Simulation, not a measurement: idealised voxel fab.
process module | voxel transistor to metal
cross-section cut | 190 nm wide | cells 5 nm
A cross-section is a grid of square cells, given in bands from the top down. A band is one or more rows of cells.
Each band's line starts with the height of the band's top and of its bottom, in nm. Then come its materials from left to right, each with its width in nm. One material with "throughout" fills the band from edge to edge. "air" is empty space.
Height 0 is the level under which the wafer as received is all one material. The lowest band goes on downwards, as in "0 down".
A width such as "30 to 40" changes by the same amount from each row of cells to the next, from the band's top row to its bottom row.
"no change" after a step means that no cell of the cross-section changed.
closed voids: empty space of 8 cells or more with no open way to the top, each as width x height at its distance from the left edge, in nm
after a step's settings: what the simulator itself notes on the step
overlay nm, on a step with a mask: how far to the right of its planned place the mask lay; to the left if negative
plan
1 op RECEIVE | material Si
2 op OXIDIZE | depth nm 5
3 op CONFORMAL_DEP | material SiN | thk nm 15
4 op PATTERN | tone cover | mask id ACTIVE | material resist | width nm 105 | thk nm 20 | overlay nm 0
5 op DIRECTIONAL_ETCH | etch materials SiN | depth nm 15
6 op DIRECTIONAL_ETCH | etch materials SiO2 | depth nm 5
7 op DIRECTIONAL_ETCH | etch materials Si | depth nm 30
8 op STRIP | etch materials resist
9 op FILL_DEP | material SiO2 | thk nm 10
10 op CMP | height nm 15
11 op SELECTIVE_ETCH | etch materials SiO2 | depth nm 5
12 op STRIP | etch materials SiN
13 op SELECTIVE_ETCH | etch materials SiO2 | depth nm 5
14 op OXIDIZE | depth nm 5
15 op DIRECTIONAL_DEP | material polySi | thk nm 30
16 op DIRECTIONAL_DEP | material SiCN | thk nm 15
17 op DIRECTIONAL_DEP | material aC | thk nm 10
18 op PATTERN | tone cover | mask id GATE | material resist | width nm 35 | thk nm 25 | overlay nm 0
19 op DIRECTIONAL_ETCH | etch materials aC | depth nm 10
20 op STRIP | etch materials resist
21 op DIRECTIONAL_ETCH | etch materials SiCN | depth nm 25
22 op DIRECTIONAL_ETCH | etch materials polySi | depth nm 40
23 op STRIP | etch materials aC
24 op CONFORMAL_DEP | material SiO2 | thk nm 5
25 op DIRECTIONAL_ETCH | etch materials SiO2 | depth nm 5
26 op CONFORMAL_DEP | material SiN | thk nm 10
27 op DIRECTIONAL_ETCH | etch materials SiN | depth nm 10
28 op DIRECTIONAL_ETCH | etch materials SiO2 | depth nm 5
29 op DIRECTIONAL_ETCH | etch materials Si | depth nm 10
30 op EPI | material pSi | thk nm 15
31 op FILL_DEP | material SiO2 | thk nm 10
32 op CMP | height nm 25
33 op STRIP | etch materials polySi
34 op SELECTIVE_ETCH | etch materials SiO2 | depth nm 5
35 op CONFORMAL_DEP | material HfO2 | thk nm 5
36 op CONFORMAL_DEP | material TiN | thk nm 5
37 op FILL_DEP | material W | thk nm 10
38 op CMP | height nm 20
39 op DIRECTIONAL_DEP | material SiO2 | thk nm 10
40 op MASKED_ETCH | tone open | mask id CONTACT | width nm 15 | pitch nm 80 | etch materials SiO2 | depth nm 25 | overlay nm 0
41 op CONFORMAL_DEP | material TiN | thk nm 5
42 op FILL_DEP | material Ru | thk nm 5
43 op CMP | height nm 30
44 op DIRECTIONAL_DEP | material TiN | thk nm 5
45 op DIRECTIONAL_DEP | material W | thk nm 15
46 op DIRECTIONAL_DEP | material aC | thk nm 10
47 op PATTERN | tone cover | mask id METAL_1 | material resist | width nm 15 | pitch nm 80 | thk nm 25 | overlay nm 0
48 op DIRECTIONAL_ETCH | etch materials aC | depth nm 10
49 op STRIP | etch materials resist
50 op DIRECTIONAL_ETCH | etch materials W | depth nm 15
51 op DIRECTIONAL_ETCH | etch materials TiN | depth nm 5
52 op STRIP | etch materials aC
53 op FILL_DEP | material lowk | thk nm 5
54 op CMP | height nm 50
55 op CONFORMAL_DEP | material SiCN | thk nm 5
first wafer, as planned
as received, after step 1
  0 down: Si throughout
  closed voids: none
after step 2
  0 to -5: SiO2 throughout
  below -5: unchanged
after step 3
  15 to 0: SiN throughout
  below 0: unchanged
after step 4
  35 to 15: air 40 | resist 105 | air 45
  below 15: unchanged
after step 5
  35 to 15: air 40 | resist 105 | air 45
  15 to 0: air 40 | SiN 105 | air 45
  below 0: unchanged
after step 6
  35 to 15: air 40 | resist 105 | air 45
  15 to 0: air 40 | SiN 105 | air 45
  0 to -5: air 40 | SiO2 105 | air 45
  below -5: unchanged
after step 7
  35 to 15: air 40 | resist 105 | air 45
  15 to 0: air 40 | SiN 105 | air 45
  0 to -5: air 40 | SiO2 105 | air 45
  -5 to -35: air 40 | Si 105 | air 45
  below -35: unchanged
after step 8
  15 to 0: air 40 | SiN 105 | air 45
  below 0: unchanged
after step 9
  25 to 15: SiO2 throughout
  15 to 0: SiO2 40 | SiN 105 | SiO2 45
  0 to -5: SiO2 throughout
  -5 to -35: SiO2 40 | Si 105 | SiO2 45
  below -35: unchanged
after step 10
  15 to 0: SiO2 40 | SiN 105 | SiO2 45
  below 0: unchanged
after step 11
  15 to 10: air 40 | SiN 105 | air 45
  below 10: unchanged
after step 12
  10 to 0: SiO2 40 | air 105 | SiO2 45
  below 0: unchanged
after step 13
  5 to -5: SiO2 35 | air 115 | SiO2 40
  below -5: unchanged
after step 14
  5 to -5: SiO2 35 | air 115 | SiO2 40
  -5 to -10: SiO2 throughout
  below -10: unchanged
after step 15
  35 to 25: polySi 35 | air 115 | polySi 40
  25 to 5: polySi throughout
  5 to -5: SiO2 35 | polySi 115 | SiO2 40
  below -5: unchanged
after step 16
  50 to 40: SiCN 35 | air 115 | SiCN 40
  40 to 35: SiCN throughout
  35 to 25: polySi 35 | SiCN 115 | polySi 40
  below 25: unchanged
after step 17
  60 to 50: aC 35 | air 115 | aC 40
  50 to 40: SiCN 35 | aC 115 | SiCN 40
  below 40: unchanged
after step 18
  85 to 60: air 75 | resist 35 | air 80
  60 to 50: aC 35 | air 40 | resist 35 | air 40 | aC 40
  below 50: unchanged
after step 19
  75 to 50: air 75 | resist 35 | air 80
  50 to 40: SiCN 35 | air 40 | aC 35 | air 40 | SiCN 40
  below 40: unchanged
after step 20
  50 to 40: SiCN 35 | air 40 | aC 35 | air 40 | SiCN 40
  below 40: unchanged
after step 21
  50 to 40: air 75 | aC 35 | air 80
  40 to 35: air 75 | SiCN 35 | air 80
  35 to 25: polySi 35 | air 40 | SiCN 35 | air 40 | polySi 40
  below 25: unchanged
after step 22
  50 to 40: air 75 | aC 35 | air 80
  40 to 25: air 75 | SiCN 35 | air 80
  25 to 5: air 75 | polySi 35 | air 80
  5 to -5: SiO2 35 | air 40 | polySi 35 | air 40 | SiO2 40
  below -5: unchanged
after step 23
  40 to 25: air 75 | SiCN 35 | air 80
  below 25: unchanged
after step 24
  45 to 40: air 70 | SiO2 45 | air 75
  40 to 25: air 70 | SiO2 5 | SiCN 35 | SiO2 5 | air 75
  25 to 10: air 70 | SiO2 5 | polySi 35 | SiO2 5 | air 75
  10 to 0: SiO2 40 | air 30 | SiO2 5 | polySi 35 | SiO2 5 | air 30 | SiO2 45
  0 to -5: SiO2 75 | polySi 35 | SiO2 80
  below -5: unchanged
after step 25
  40 to 25: air 70 | SiO2 5 | SiCN 35 | SiO2 5 | air 75
  25 to 5: air 70 | SiO2 5 | polySi 35 | SiO2 5 | air 75
  5 to -5: SiO2 40 | air 30 | SiO2 5 | polySi 35 | SiO2 5 | air 30 | SiO2 45
  below -5: unchanged
after step 26
  50 to 40: air 60 | SiN 65 | air 65
  40 to 25: air 60 | SiN 10 | SiO2 5 | SiCN 35 | SiO2 5 | SiN 10 | air 65
  25 to 15: air 60 | SiN 10 | SiO2 5 | polySi 35 | SiO2 5 | SiN 10 | air 65
  15 to 5: SiN 50 | air 10 | SiN 10 | SiO2 5 | polySi 35 | SiO2 5 | SiN 10 | air 10 | SiN 55
  5 to -5: SiO2 40 | SiN 30 | SiO2 5 | polySi 35 | SiO2 5 | SiN 30 | SiO2 45
  below -5: unchanged
after step 27
  40 to 25: air 60 | SiN 10 | SiO2 5 | SiCN 35 | SiO2 5 | SiN 10 | air 65
  25 to 5: air 60 | SiN 10 | SiO2 5 | polySi 35 | SiO2 5 | SiN 10 | air 65
  5 to -5: SiO2 40 | SiN 10 | air 10 | SiN 10 | SiO2 5 | polySi 35 | SiO2 5 | SiN 10 | air 10 | SiN 10 | SiO2 45
  below -5: unchanged
after step 28
  40 to 35: air 60 | SiN 10 | air 5 | SiCN 35 | air 5 | SiN 10 | air 65
  35 to 25: air 60 | SiN 10 | SiO2 5 | SiCN 35 | SiO2 5 | SiN 10 | air 65
  25 to 5: air 60 | SiN 10 | SiO2 5 | polySi 35 | SiO2 5 | SiN 10 | air 65
  5 to 0: air 40 | SiN 10 | air 10 | SiN 10 | SiO2 5 | polySi 35 | SiO2 5 | SiN 10 | air 10 | SiN 10 | air 45
  0 to -5: SiO2 40 | SiN 10 | air 10 | SiN 10 | SiO2 5 | polySi 35 | SiO2 5 | SiN 10 | air 10 | SiN 10 | SiO2 45
  -5 to -10: SiO2 50 | air 10 | SiO2 65 | air 10 | SiO2 55
  below -10: unchanged
after step 29
  40 to 35: air 60 | SiN 10 | air 5 | SiCN 35 | air 5 | SiN 10 | air 65
  35 to 25: air 60 | SiN 10 | SiO2 5 | SiCN 35 | SiO2 5 | SiN 10 | air 65
  25 to 5: air 60 | SiN 10 | SiO2 5 | polySi 35 | SiO2 5 | SiN 10 | air 65
  5 to 0: air 40 | SiN 10 | air 10 | SiN 10 | SiO2 5 | polySi 35 | SiO2 5 | SiN 10 | air 10 | SiN 10 | air 45
  0 to -5: SiO2 40 | SiN 10 | air 10 | SiN 10 | SiO2 5 | polySi 35 | SiO2 5 | SiN 10 | air 10 | SiN 10 | SiO2 45
  -5 to -10: SiO2 50 | air 10 | SiO2 65 | air 10 | SiO2 55
  -10 to -20: SiO2 40 | Si 10 | air 10 | Si 65 | air 10 | Si 10 | SiO2 45
  below -20: unchanged
after step 30
  40 to 35: air 60 | SiN 10 | air 5 | SiCN 35 | air 5 | SiN 10 | air 65
  35 to 25: air 60 | SiN 10 | SiO2 5 | SiCN 35 | SiO2 5 | SiN 10 | air 65
  25 to 5: air 60 | SiN 10 | SiO2 5 | polySi 35 | SiO2 5 | SiN 10 | air 65
  5 to 0: air 40 | SiN 10 | pSi 10 | SiN 10 | SiO2 5 | polySi 35 | SiO2 5 | SiN 10 | pSi 10 | SiN 10 | air 45
  0 to -5: SiO2 40 | SiN 10 | pSi 10 | SiN 10 | SiO2 5 | polySi 35 | SiO2 5 | SiN 10 | pSi 10 | SiN 10 | SiO2 45
  -5 to -10: SiO2 50 | pSi 10 | SiO2 65 | pSi 10 | SiO2 55
  -10 to -20: SiO2 40 | Si 10 | pSi 10 | Si 65 | pSi 10 | Si 10 | SiO2 45
  below -20: unchanged
after step 31
  50 to 40: SiO2 throughout
  40 to 25: SiO2 60 | SiN 10 | SiO2 5 | SiCN 35 | SiO2 5 | SiN 10 | SiO2 65
  25 to 5: SiO2 60 | SiN 10 | SiO2 5 | polySi 35 | SiO2 5 | SiN 10 | SiO2 65
  5 to -5: SiO2 40 | SiN 10 | pSi 10 | SiN 10 | SiO2 5 | polySi 35 | SiO2 5 | SiN 10 | pSi 10 | SiN 10 | SiO2 45
  below -5: unchanged
after step 32
  25 to 5: SiO2 60 | SiN 10 | SiO2 5 | polySi 35 | SiO2 5 | SiN 10 | SiO2 65
  below 5: unchanged
after step 33
  25 to 5: SiO2 60 | SiN 10 | SiO2 5 | air 35 | SiO2 5 | SiN 10 | SiO2 65
  5 to -5: SiO2 40 | SiN 10 | pSi 10 | SiN 10 | SiO2 5 | air 35 | SiO2 5 | SiN 10 | pSi 10 | SiN 10 | SiO2 45
  below -5: unchanged
after step 34
  25 to 20: air 60 | SiN 10 | air 45 | SiN 10 | air 65
  20 to 5: SiO2 60 | SiN 10 | air 45 | SiN 10 | SiO2 65
  5 to -5: SiO2 40 | SiN 10 | pSi 10 | SiN 10 | air 45 | SiN 10 | pSi 10 | SiN 10 | SiO2 45
  -5 to -10: SiO2 50 | pSi 10 | SiO2 10 | air 45 | SiO2 10 | pSi 10 | SiO2 55
  below -10: unchanged
after step 35
  30 to 25: air 55 | HfO2 20 | air 35 | HfO2 20 | air 60
  25 to 20: HfO2 60 | SiN 10 | HfO2 5 | air 35 | HfO2 5 | SiN 10 | HfO2 65
  20 to 5: SiO2 60 | SiN 10 | HfO2 5 | air 35 | HfO2 5 | SiN 10 | SiO2 65
  5 to -5: SiO2 40 | SiN 10 | pSi 10 | SiN 10 | HfO2 5 | air 35 | HfO2 5 | SiN 10 | pSi 10 | SiN 10 | SiO2 45
  -5 to -10: SiO2 50 | pSi 10 | SiO2 10 | HfO2 45 | SiO2 10 | pSi 10 | SiO2 55
  below -10: unchanged
after step 36
  35 to 30: air 50 | TiN 30 | air 25 | TiN 30 | air 55
  30 to 25: TiN 55 | HfO2 20 | TiN 5 | air 25 | TiN 5 | HfO2 20 | TiN 60
  25 to 20: HfO2 60 | SiN 10 | HfO2 5 | TiN 5 | air 25 | TiN 5 | HfO2 5 | SiN 10 | HfO2 65
  20 to 5: SiO2 60 | SiN 10 | HfO2 5 | TiN 5 | air 25 | TiN 5 | HfO2 5 | SiN 10 | SiO2 65
  5 to 0: SiO2 40 | SiN 10 | pSi 10 | SiN 10 | HfO2 5 | TiN 5 | air 25 | TiN 5 | HfO2 5 | SiN 10 | pSi 10 | SiN 10 | SiO2 45
  0 to -5: SiO2 40 | SiN 10 | pSi 10 | SiN 10 | HfO2 5 | TiN 35 | HfO2 5 | SiN 10 | pSi 10 | SiN 10 | SiO2 45
  below -5: unchanged
after step 37
  45 to 35: W throughout
  35 to 30: W 50 | TiN 30 | W 25 | TiN 30 | W 55
  30 to 25: TiN 55 | HfO2 20 | TiN 5 | W 25 | TiN 5 | HfO2 20 | TiN 60
  25 to 20: HfO2 60 | SiN 10 | HfO2 5 | TiN 5 | W 25 | TiN 5 | HfO2 5 | SiN 10 | HfO2 65
  20 to 5: SiO2 60 | SiN 10 | HfO2 5 | TiN 5 | W 25 | TiN 5 | HfO2 5 | SiN 10 | SiO2 65
  5 to 0: SiO2 40 | SiN 10 | pSi 10 | SiN 10 | HfO2 5 | TiN 5 | W 25 | TiN 5 | HfO2 5 | SiN 10 | pSi 10 | SiN 10 | SiO2 45
  below 0: unchanged
after step 38
  20 to 5: SiO2 60 | SiN 10 | HfO2 5 | TiN 5 | W 25 | TiN 5 | HfO2 5 | SiN 10 | SiO2 65
  below 5: unchanged
after step 39
  30 to 20: SiO2 throughout
  below 20: unchanged
after step 40
  30 to 20: SiO2 45 | air 15 | SiO2 65 | air 15 | SiO2 50
  20 to 5: SiO2 45 | air 15 | SiN 10 | HfO2 5 | TiN 5 | W 25 | TiN 5 | HfO2 5 | SiN 10 | air 15 | SiO2 50
  below 5: unchanged
after step 41
  35 to 30: TiN 50 | air 5 | TiN 75 | air 5 | TiN 55
  30 to 20: SiO2 45 | TiN 5 | air 5 | TiN 5 | SiO2 65 | TiN 5 | air 5 | TiN 5 | SiO2 50
  20 to 10: SiO2 45 | TiN 5 | air 5 | TiN 5 | SiN 10 | HfO2 5 | TiN 5 | W 25 | TiN 5 | HfO2 5 | SiN 10 | TiN 5 | air 5 | TiN 5 | SiO2 50
  10 to 5: SiO2 45 | TiN 15 | SiN 10 | HfO2 5 | TiN 5 | W 25 | TiN 5 | HfO2 5 | SiN 10 | TiN 15 | SiO2 50
  below 5: unchanged
after step 42
  40 to 35: Ru throughout
  35 to 30: TiN 50 | Ru 5 | TiN 75 | Ru 5 | TiN 55
  30 to 20: SiO2 45 | TiN 5 | Ru 5 | TiN 5 | SiO2 65 | TiN 5 | Ru 5 | TiN 5 | SiO2 50
  20 to 10: SiO2 45 | TiN 5 | Ru 5 | TiN 5 | SiN 10 | HfO2 5 | TiN 5 | W 25 | TiN 5 | HfO2 5 | SiN 10 | TiN 5 | Ru 5 | TiN 5 | SiO2 50
  below 10: unchanged
after step 43
  30 to 20: SiO2 45 | TiN 5 | Ru 5 | TiN 5 | SiO2 65 | TiN 5 | Ru 5 | TiN 5 | SiO2 50
  below 20: unchanged
after step 44
  35 to 30: TiN throughout
  below 30: unchanged
after step 45
  50 to 35: W throughout
  below 35: unchanged
after step 46
  60 to 50: aC throughout
  below 50: unchanged
after step 47
  85 to 60: air 45 | resist 15 | air 65 | resist 15 | air 50
  below 60: unchanged
after step 48
  75 to 60: air 45 | resist 15 | air 65 | resist 15 | air 50
  60 to 50: air 45 | aC 15 | air 65 | aC 15 | air 50
  below 50: unchanged
after step 49
  60 to 50: air 45 | aC 15 | air 65 | aC 15 | air 50
  below 50: unchanged
after step 50
  60 to 50: air 45 | aC 15 | air 65 | aC 15 | air 50
  50 to 35: air 45 | W 15 | air 65 | W 15 | air 50
  below 35: unchanged
after step 51
  60 to 50: air 45 | aC 15 | air 65 | aC 15 | air 50
  50 to 35: air 45 | W 15 | air 65 | W 15 | air 50
  35 to 30: air 45 | TiN 15 | air 65 | TiN 15 | air 50
  below 30: unchanged
after step 52
  50 to 35: air 45 | W 15 | air 65 | W 15 | air 50
  below 35: unchanged
after step 53
  55 to 50: lowk throughout
  50 to 35: lowk 45 | W 15 | lowk 65 | W 15 | lowk 50
  35 to 30: lowk 45 | TiN 15 | lowk 65 | TiN 15 | lowk 50
  below 30: unchanged
after step 54
  50 to 35: lowk 45 | W 15 | lowk 65 | W 15 | lowk 50
  below 35: unchanged
after step 55
  55 to 50: SiCN throughout
  below 50: unchanged
second wafer: like start, like plan, one mistake. Through step 28 it matches the first wafer
when step 29 should have ended
  40 to 35: air 60 | SiN 10 | air 5 | SiCN 35 | air 5 | SiN 10 | air 65
  35 to 25: air 60 | SiN 10 | SiO2 5 | SiCN 35 | SiO2 5 | SiN 10 | air 65
  25 to 5: air 60 | SiN 10 | SiO2 5 | polySi 35 | SiO2 5 | SiN 10 | air 65
  5 to 0: air 40 | SiN 10 | pSi 10 | SiN 10 | SiO2 5 | polySi 35 | SiO2 5 | SiN 10 | pSi 10 | SiN 10 | air 45
  0 to -5: SiO2 40 | SiN 10 | pSi 10 | SiN 10 | SiO2 5 | polySi 35 | SiO2 5 | SiN 10 | pSi 10 | SiN 10 | SiO2 45
  -5 to -10: SiO2 50 | pSi 10 | SiO2 65 | pSi 10 | SiO2 55
  below -10: unchanged
when step 30 should have ended
  40 to 35: air 60 | SiN 10 | air 5 | SiCN 35 | air 5 | SiN 10 | air 65
  35 to 25: air 60 | SiN 10 | SiO2 5 | SiCN 35 | SiO2 5 | SiN 10 | air 65
  25 to 5: air 60 | SiN 10 | SiO2 5 | polySi 35 | SiO2 5 | SiN 10 | air 65
  5 to 0: air 40 | SiN 10 | air 10 | SiN 10 | SiO2 5 | polySi 35 | SiO2 5 | SiN 10 | air 10 | SiN 10 | air 45
  0 to -5: SiO2 40 | SiN 10 | air 10 | SiN 10 | SiO2 5 | polySi 35 | SiO2 5 | SiN 10 | air 10 | SiN 10 | SiO2 45
  below -5: unchanged
when step 31 should have ended
  50 to 40: SiO2 throughout
  40 to 25: SiO2 60 | SiN 10 | SiO2 5 | SiCN 35 | SiO2 5 | SiN 10 | SiO2 65
  25 to 5: SiO2 60 | SiN 10 | SiO2 5 | polySi 35 | SiO2 5 | SiN 10 | SiO2 65
  5 to -5: SiO2 40 | SiN 10 | SiO2 10 | SiN 10 | SiO2 5 | polySi 35 | SiO2 5 | SiN 10 | SiO2 10 | SiN 10 | SiO2 45
  below -5: unchanged
when step 32 should have ended
  25 to 5: SiO2 60 | SiN 10 | SiO2 5 | polySi 35 | SiO2 5 | SiN 10 | SiO2 65
  below 5: unchanged
when step 33 should have ended
  25 to 5: SiO2 60 | SiN 10 | SiO2 5 | air 35 | SiO2 5 | SiN 10 | SiO2 65
  5 to -5: SiO2 40 | SiN 10 | SiO2 10 | SiN 10 | SiO2 5 | air 35 | SiO2 5 | SiN 10 | SiO2 10 | SiN 10 | SiO2 45
  below -5: unchanged
when step 34 should have ended
  25 to 20: air 60 | SiN 10 | air 45 | SiN 10 | air 65
  20 to 5: SiO2 60 | SiN 10 | air 45 | SiN 10 | SiO2 65
  5 to -5: SiO2 40 | SiN 10 | SiO2 10 | SiN 10 | air 45 | SiN 10 | SiO2 10 | SiN 10 | SiO2 45
  -5 to -10: SiO2 50 | pSi 10 | SiO2 10 | air 45 | SiO2 10 | pSi 10 | SiO2 55
  below -10: unchanged
when step 35 should have ended
  30 to 25: air 55 | HfO2 20 | air 35 | HfO2 20 | air 60
  25 to 20: HfO2 60 | SiN 10 | HfO2 5 | air 35 | HfO2 5 | SiN 10 | HfO2 65
  20 to 5: SiO2 60 | SiN 10 | HfO2 5 | air 35 | HfO2 5 | SiN 10 | SiO2 65
  5 to -5: SiO2 40 | SiN 10 | SiO2 10 | SiN 10 | HfO2 5 | air 35 | HfO2 5 | SiN 10 | SiO2 10 | SiN 10 | SiO2 45
  -5 to -10: SiO2 50 | pSi 10 | SiO2 10 | HfO2 45 | SiO2 10 | pSi 10 | SiO2 55
  below -10: unchanged
when step 36 should have ended
  35 to 30: air 50 | TiN 30 | air 25 | TiN 30 | air 55
  30 to 25: TiN 55 | HfO2 20 | TiN 5 | air 25 | TiN 5 | HfO2 20 | TiN 60
  25 to 20: HfO2 60 | SiN 10 | HfO2 5 | TiN 5 | air 25 | TiN 5 | HfO2 5 | SiN 10 | HfO2 65
  20 to 5: SiO2 60 | SiN 10 | HfO2 5 | TiN 5 | air 25 | TiN 5 | HfO2 5 | SiN 10 | SiO2 65
  5 to 0: SiO2 40 | SiN 10 | SiO2 10 | SiN 10 | HfO2 5 | TiN 5 | air 25 | TiN 5 | HfO2 5 | SiN 10 | SiO2 10 | SiN 10 | SiO2 45
  0 to -5: SiO2 40 | SiN 10 | SiO2 10 | SiN 10 | HfO2 5 | TiN 35 | HfO2 5 | SiN 10 | SiO2 10 | SiN 10 | SiO2 45
  below -5: unchanged
when step 37 should have ended
  45 to 35: W throughout
  35 to 30: W 50 | TiN 30 | W 25 | TiN 30 | W 55
  30 to 25: TiN 55 | HfO2 20 | TiN 5 | W 25 | TiN 5 | HfO2 20 | TiN 60
  25 to 20: HfO2 60 | SiN 10 | HfO2 5 | TiN 5 | W 25 | TiN 5 | HfO2 5 | SiN 10 | HfO2 65
  20 to 5: SiO2 60 | SiN 10 | HfO2 5 | TiN 5 | W 25 | TiN 5 | HfO2 5 | SiN 10 | SiO2 65
  5 to 0: SiO2 40 | SiN 10 | SiO2 10 | SiN 10 | HfO2 5 | TiN 5 | W 25 | TiN 5 | HfO2 5 | SiN 10 | SiO2 10 | SiN 10 | SiO2 45
  below 0: unchanged
when step 38 should have ended
  20 to 5: SiO2 60 | SiN 10 | HfO2 5 | TiN 5 | W 25 | TiN 5 | HfO2 5 | SiN 10 | SiO2 65
  below 5: unchanged
when step 39 should have ended
  30 to 20: SiO2 throughout
  below 20: unchanged
when step 40 should have ended
  30 to 20: SiO2 45 | air 15 | SiO2 65 | air 15 | SiO2 50
  20 to 5: SiO2 45 | air 15 | SiN 10 | HfO2 5 | TiN 5 | W 25 | TiN 5 | HfO2 5 | SiN 10 | air 15 | SiO2 50
  below 5: unchanged
when step 41 should have ended
  35 to 30: TiN 50 | air 5 | TiN 75 | air 5 | TiN 55
  30 to 20: SiO2 45 | TiN 5 | air 5 | TiN 5 | SiO2 65 | TiN 5 | air 5 | TiN 5 | SiO2 50
  20 to 10: SiO2 45 | TiN 5 | air 5 | TiN 5 | SiN 10 | HfO2 5 | TiN 5 | W 25 | TiN 5 | HfO2 5 | SiN 10 | TiN 5 | air 5 | TiN 5 | SiO2 50
  10 to 5: SiO2 45 | TiN 15 | SiN 10 | HfO2 5 | TiN 5 | W 25 | TiN 5 | HfO2 5 | SiN 10 | TiN 15 | SiO2 50
  below 5: unchanged
when step 42 should have ended
  40 to 35: Ru throughout
  35 to 30: TiN 50 | Ru 5 | TiN 75 | Ru 5 | TiN 55
  30 to 20: SiO2 45 | TiN 5 | Ru 5 | TiN 5 | SiO2 65 | TiN 5 | Ru 5 | TiN 5 | SiO2 50
  20 to 10: SiO2 45 | TiN 5 | Ru 5 | TiN 5 | SiN 10 | HfO2 5 | TiN 5 | W 25 | TiN 5 | HfO2 5 | SiN 10 | TiN 5 | Ru 5 | TiN 5 | SiO2 50
  below 10: unchanged
when step 43 should have ended
  30 to 20: SiO2 45 | TiN 5 | Ru 5 | TiN 5 | SiO2 65 | TiN 5 | Ru 5 | TiN 5 | SiO2 50
  below 20: unchanged
when step 44 should have ended
  35 to 30: TiN throughout
  below 30: unchanged
when step 45 should have ended
  50 to 35: W throughout
  below 35: unchanged
when step 46 should have ended
  60 to 50: aC throughout
  below 50: unchanged
when step 47 should have ended
  85 to 60: air 45 | resist 15 | air 65 | resist 15 | air 50
  below 60: unchanged
when step 48 should have ended
  75 to 60: air 45 | resist 15 | air 65 | resist 15 | air 50
  60 to 50: air 45 | aC 15 | air 65 | aC 15 | air 50
  below 50: unchanged
when step 49 should have ended
  60 to 50: air 45 | aC 15 | air 65 | aC 15 | air 50
  below 50: unchanged
when step 50 should have ended
  60 to 50: air 45 | aC 15 | air 65 | aC 15 | air 50
  50 to 35: air 45 | W 15 | air 65 | W 15 | air 50
  below 35: unchanged
when step 51 should have ended
  60 to 50: air 45 | aC 15 | air 65 | aC 15 | air 50
  50 to 35: air 45 | W 15 | air 65 | W 15 | air 50
  35 to 30: air 45 | TiN 15 | air 65 | TiN 15 | air 50
  below 30: unchanged
when step 52 should have ended
  50 to 35: air 45 | W 15 | air 65 | W 15 | air 50
  below 35: unchanged
when step 53 should have ended
  55 to 50: lowk throughout
  50 to 35: lowk 45 | W 15 | lowk 65 | W 15 | lowk 50
  35 to 30: lowk 45 | TiN 15 | lowk 65 | TiN 15 | lowk 50
  below 30: unchanged
when step 54 should have ended
  50 to 35: lowk 45 | W 15 | lowk 65 | W 15 | lowk 50
  below 35: unchanged
when step 55 should have ended
  55 to 50: SiCN throughout
  below 50: unchanged
what went wrong: steps 29 and 30 were swapped
at the end the second wafer has, in cells: 8 more of Si | 8 more of SiO2 | 16 fewer of pSi
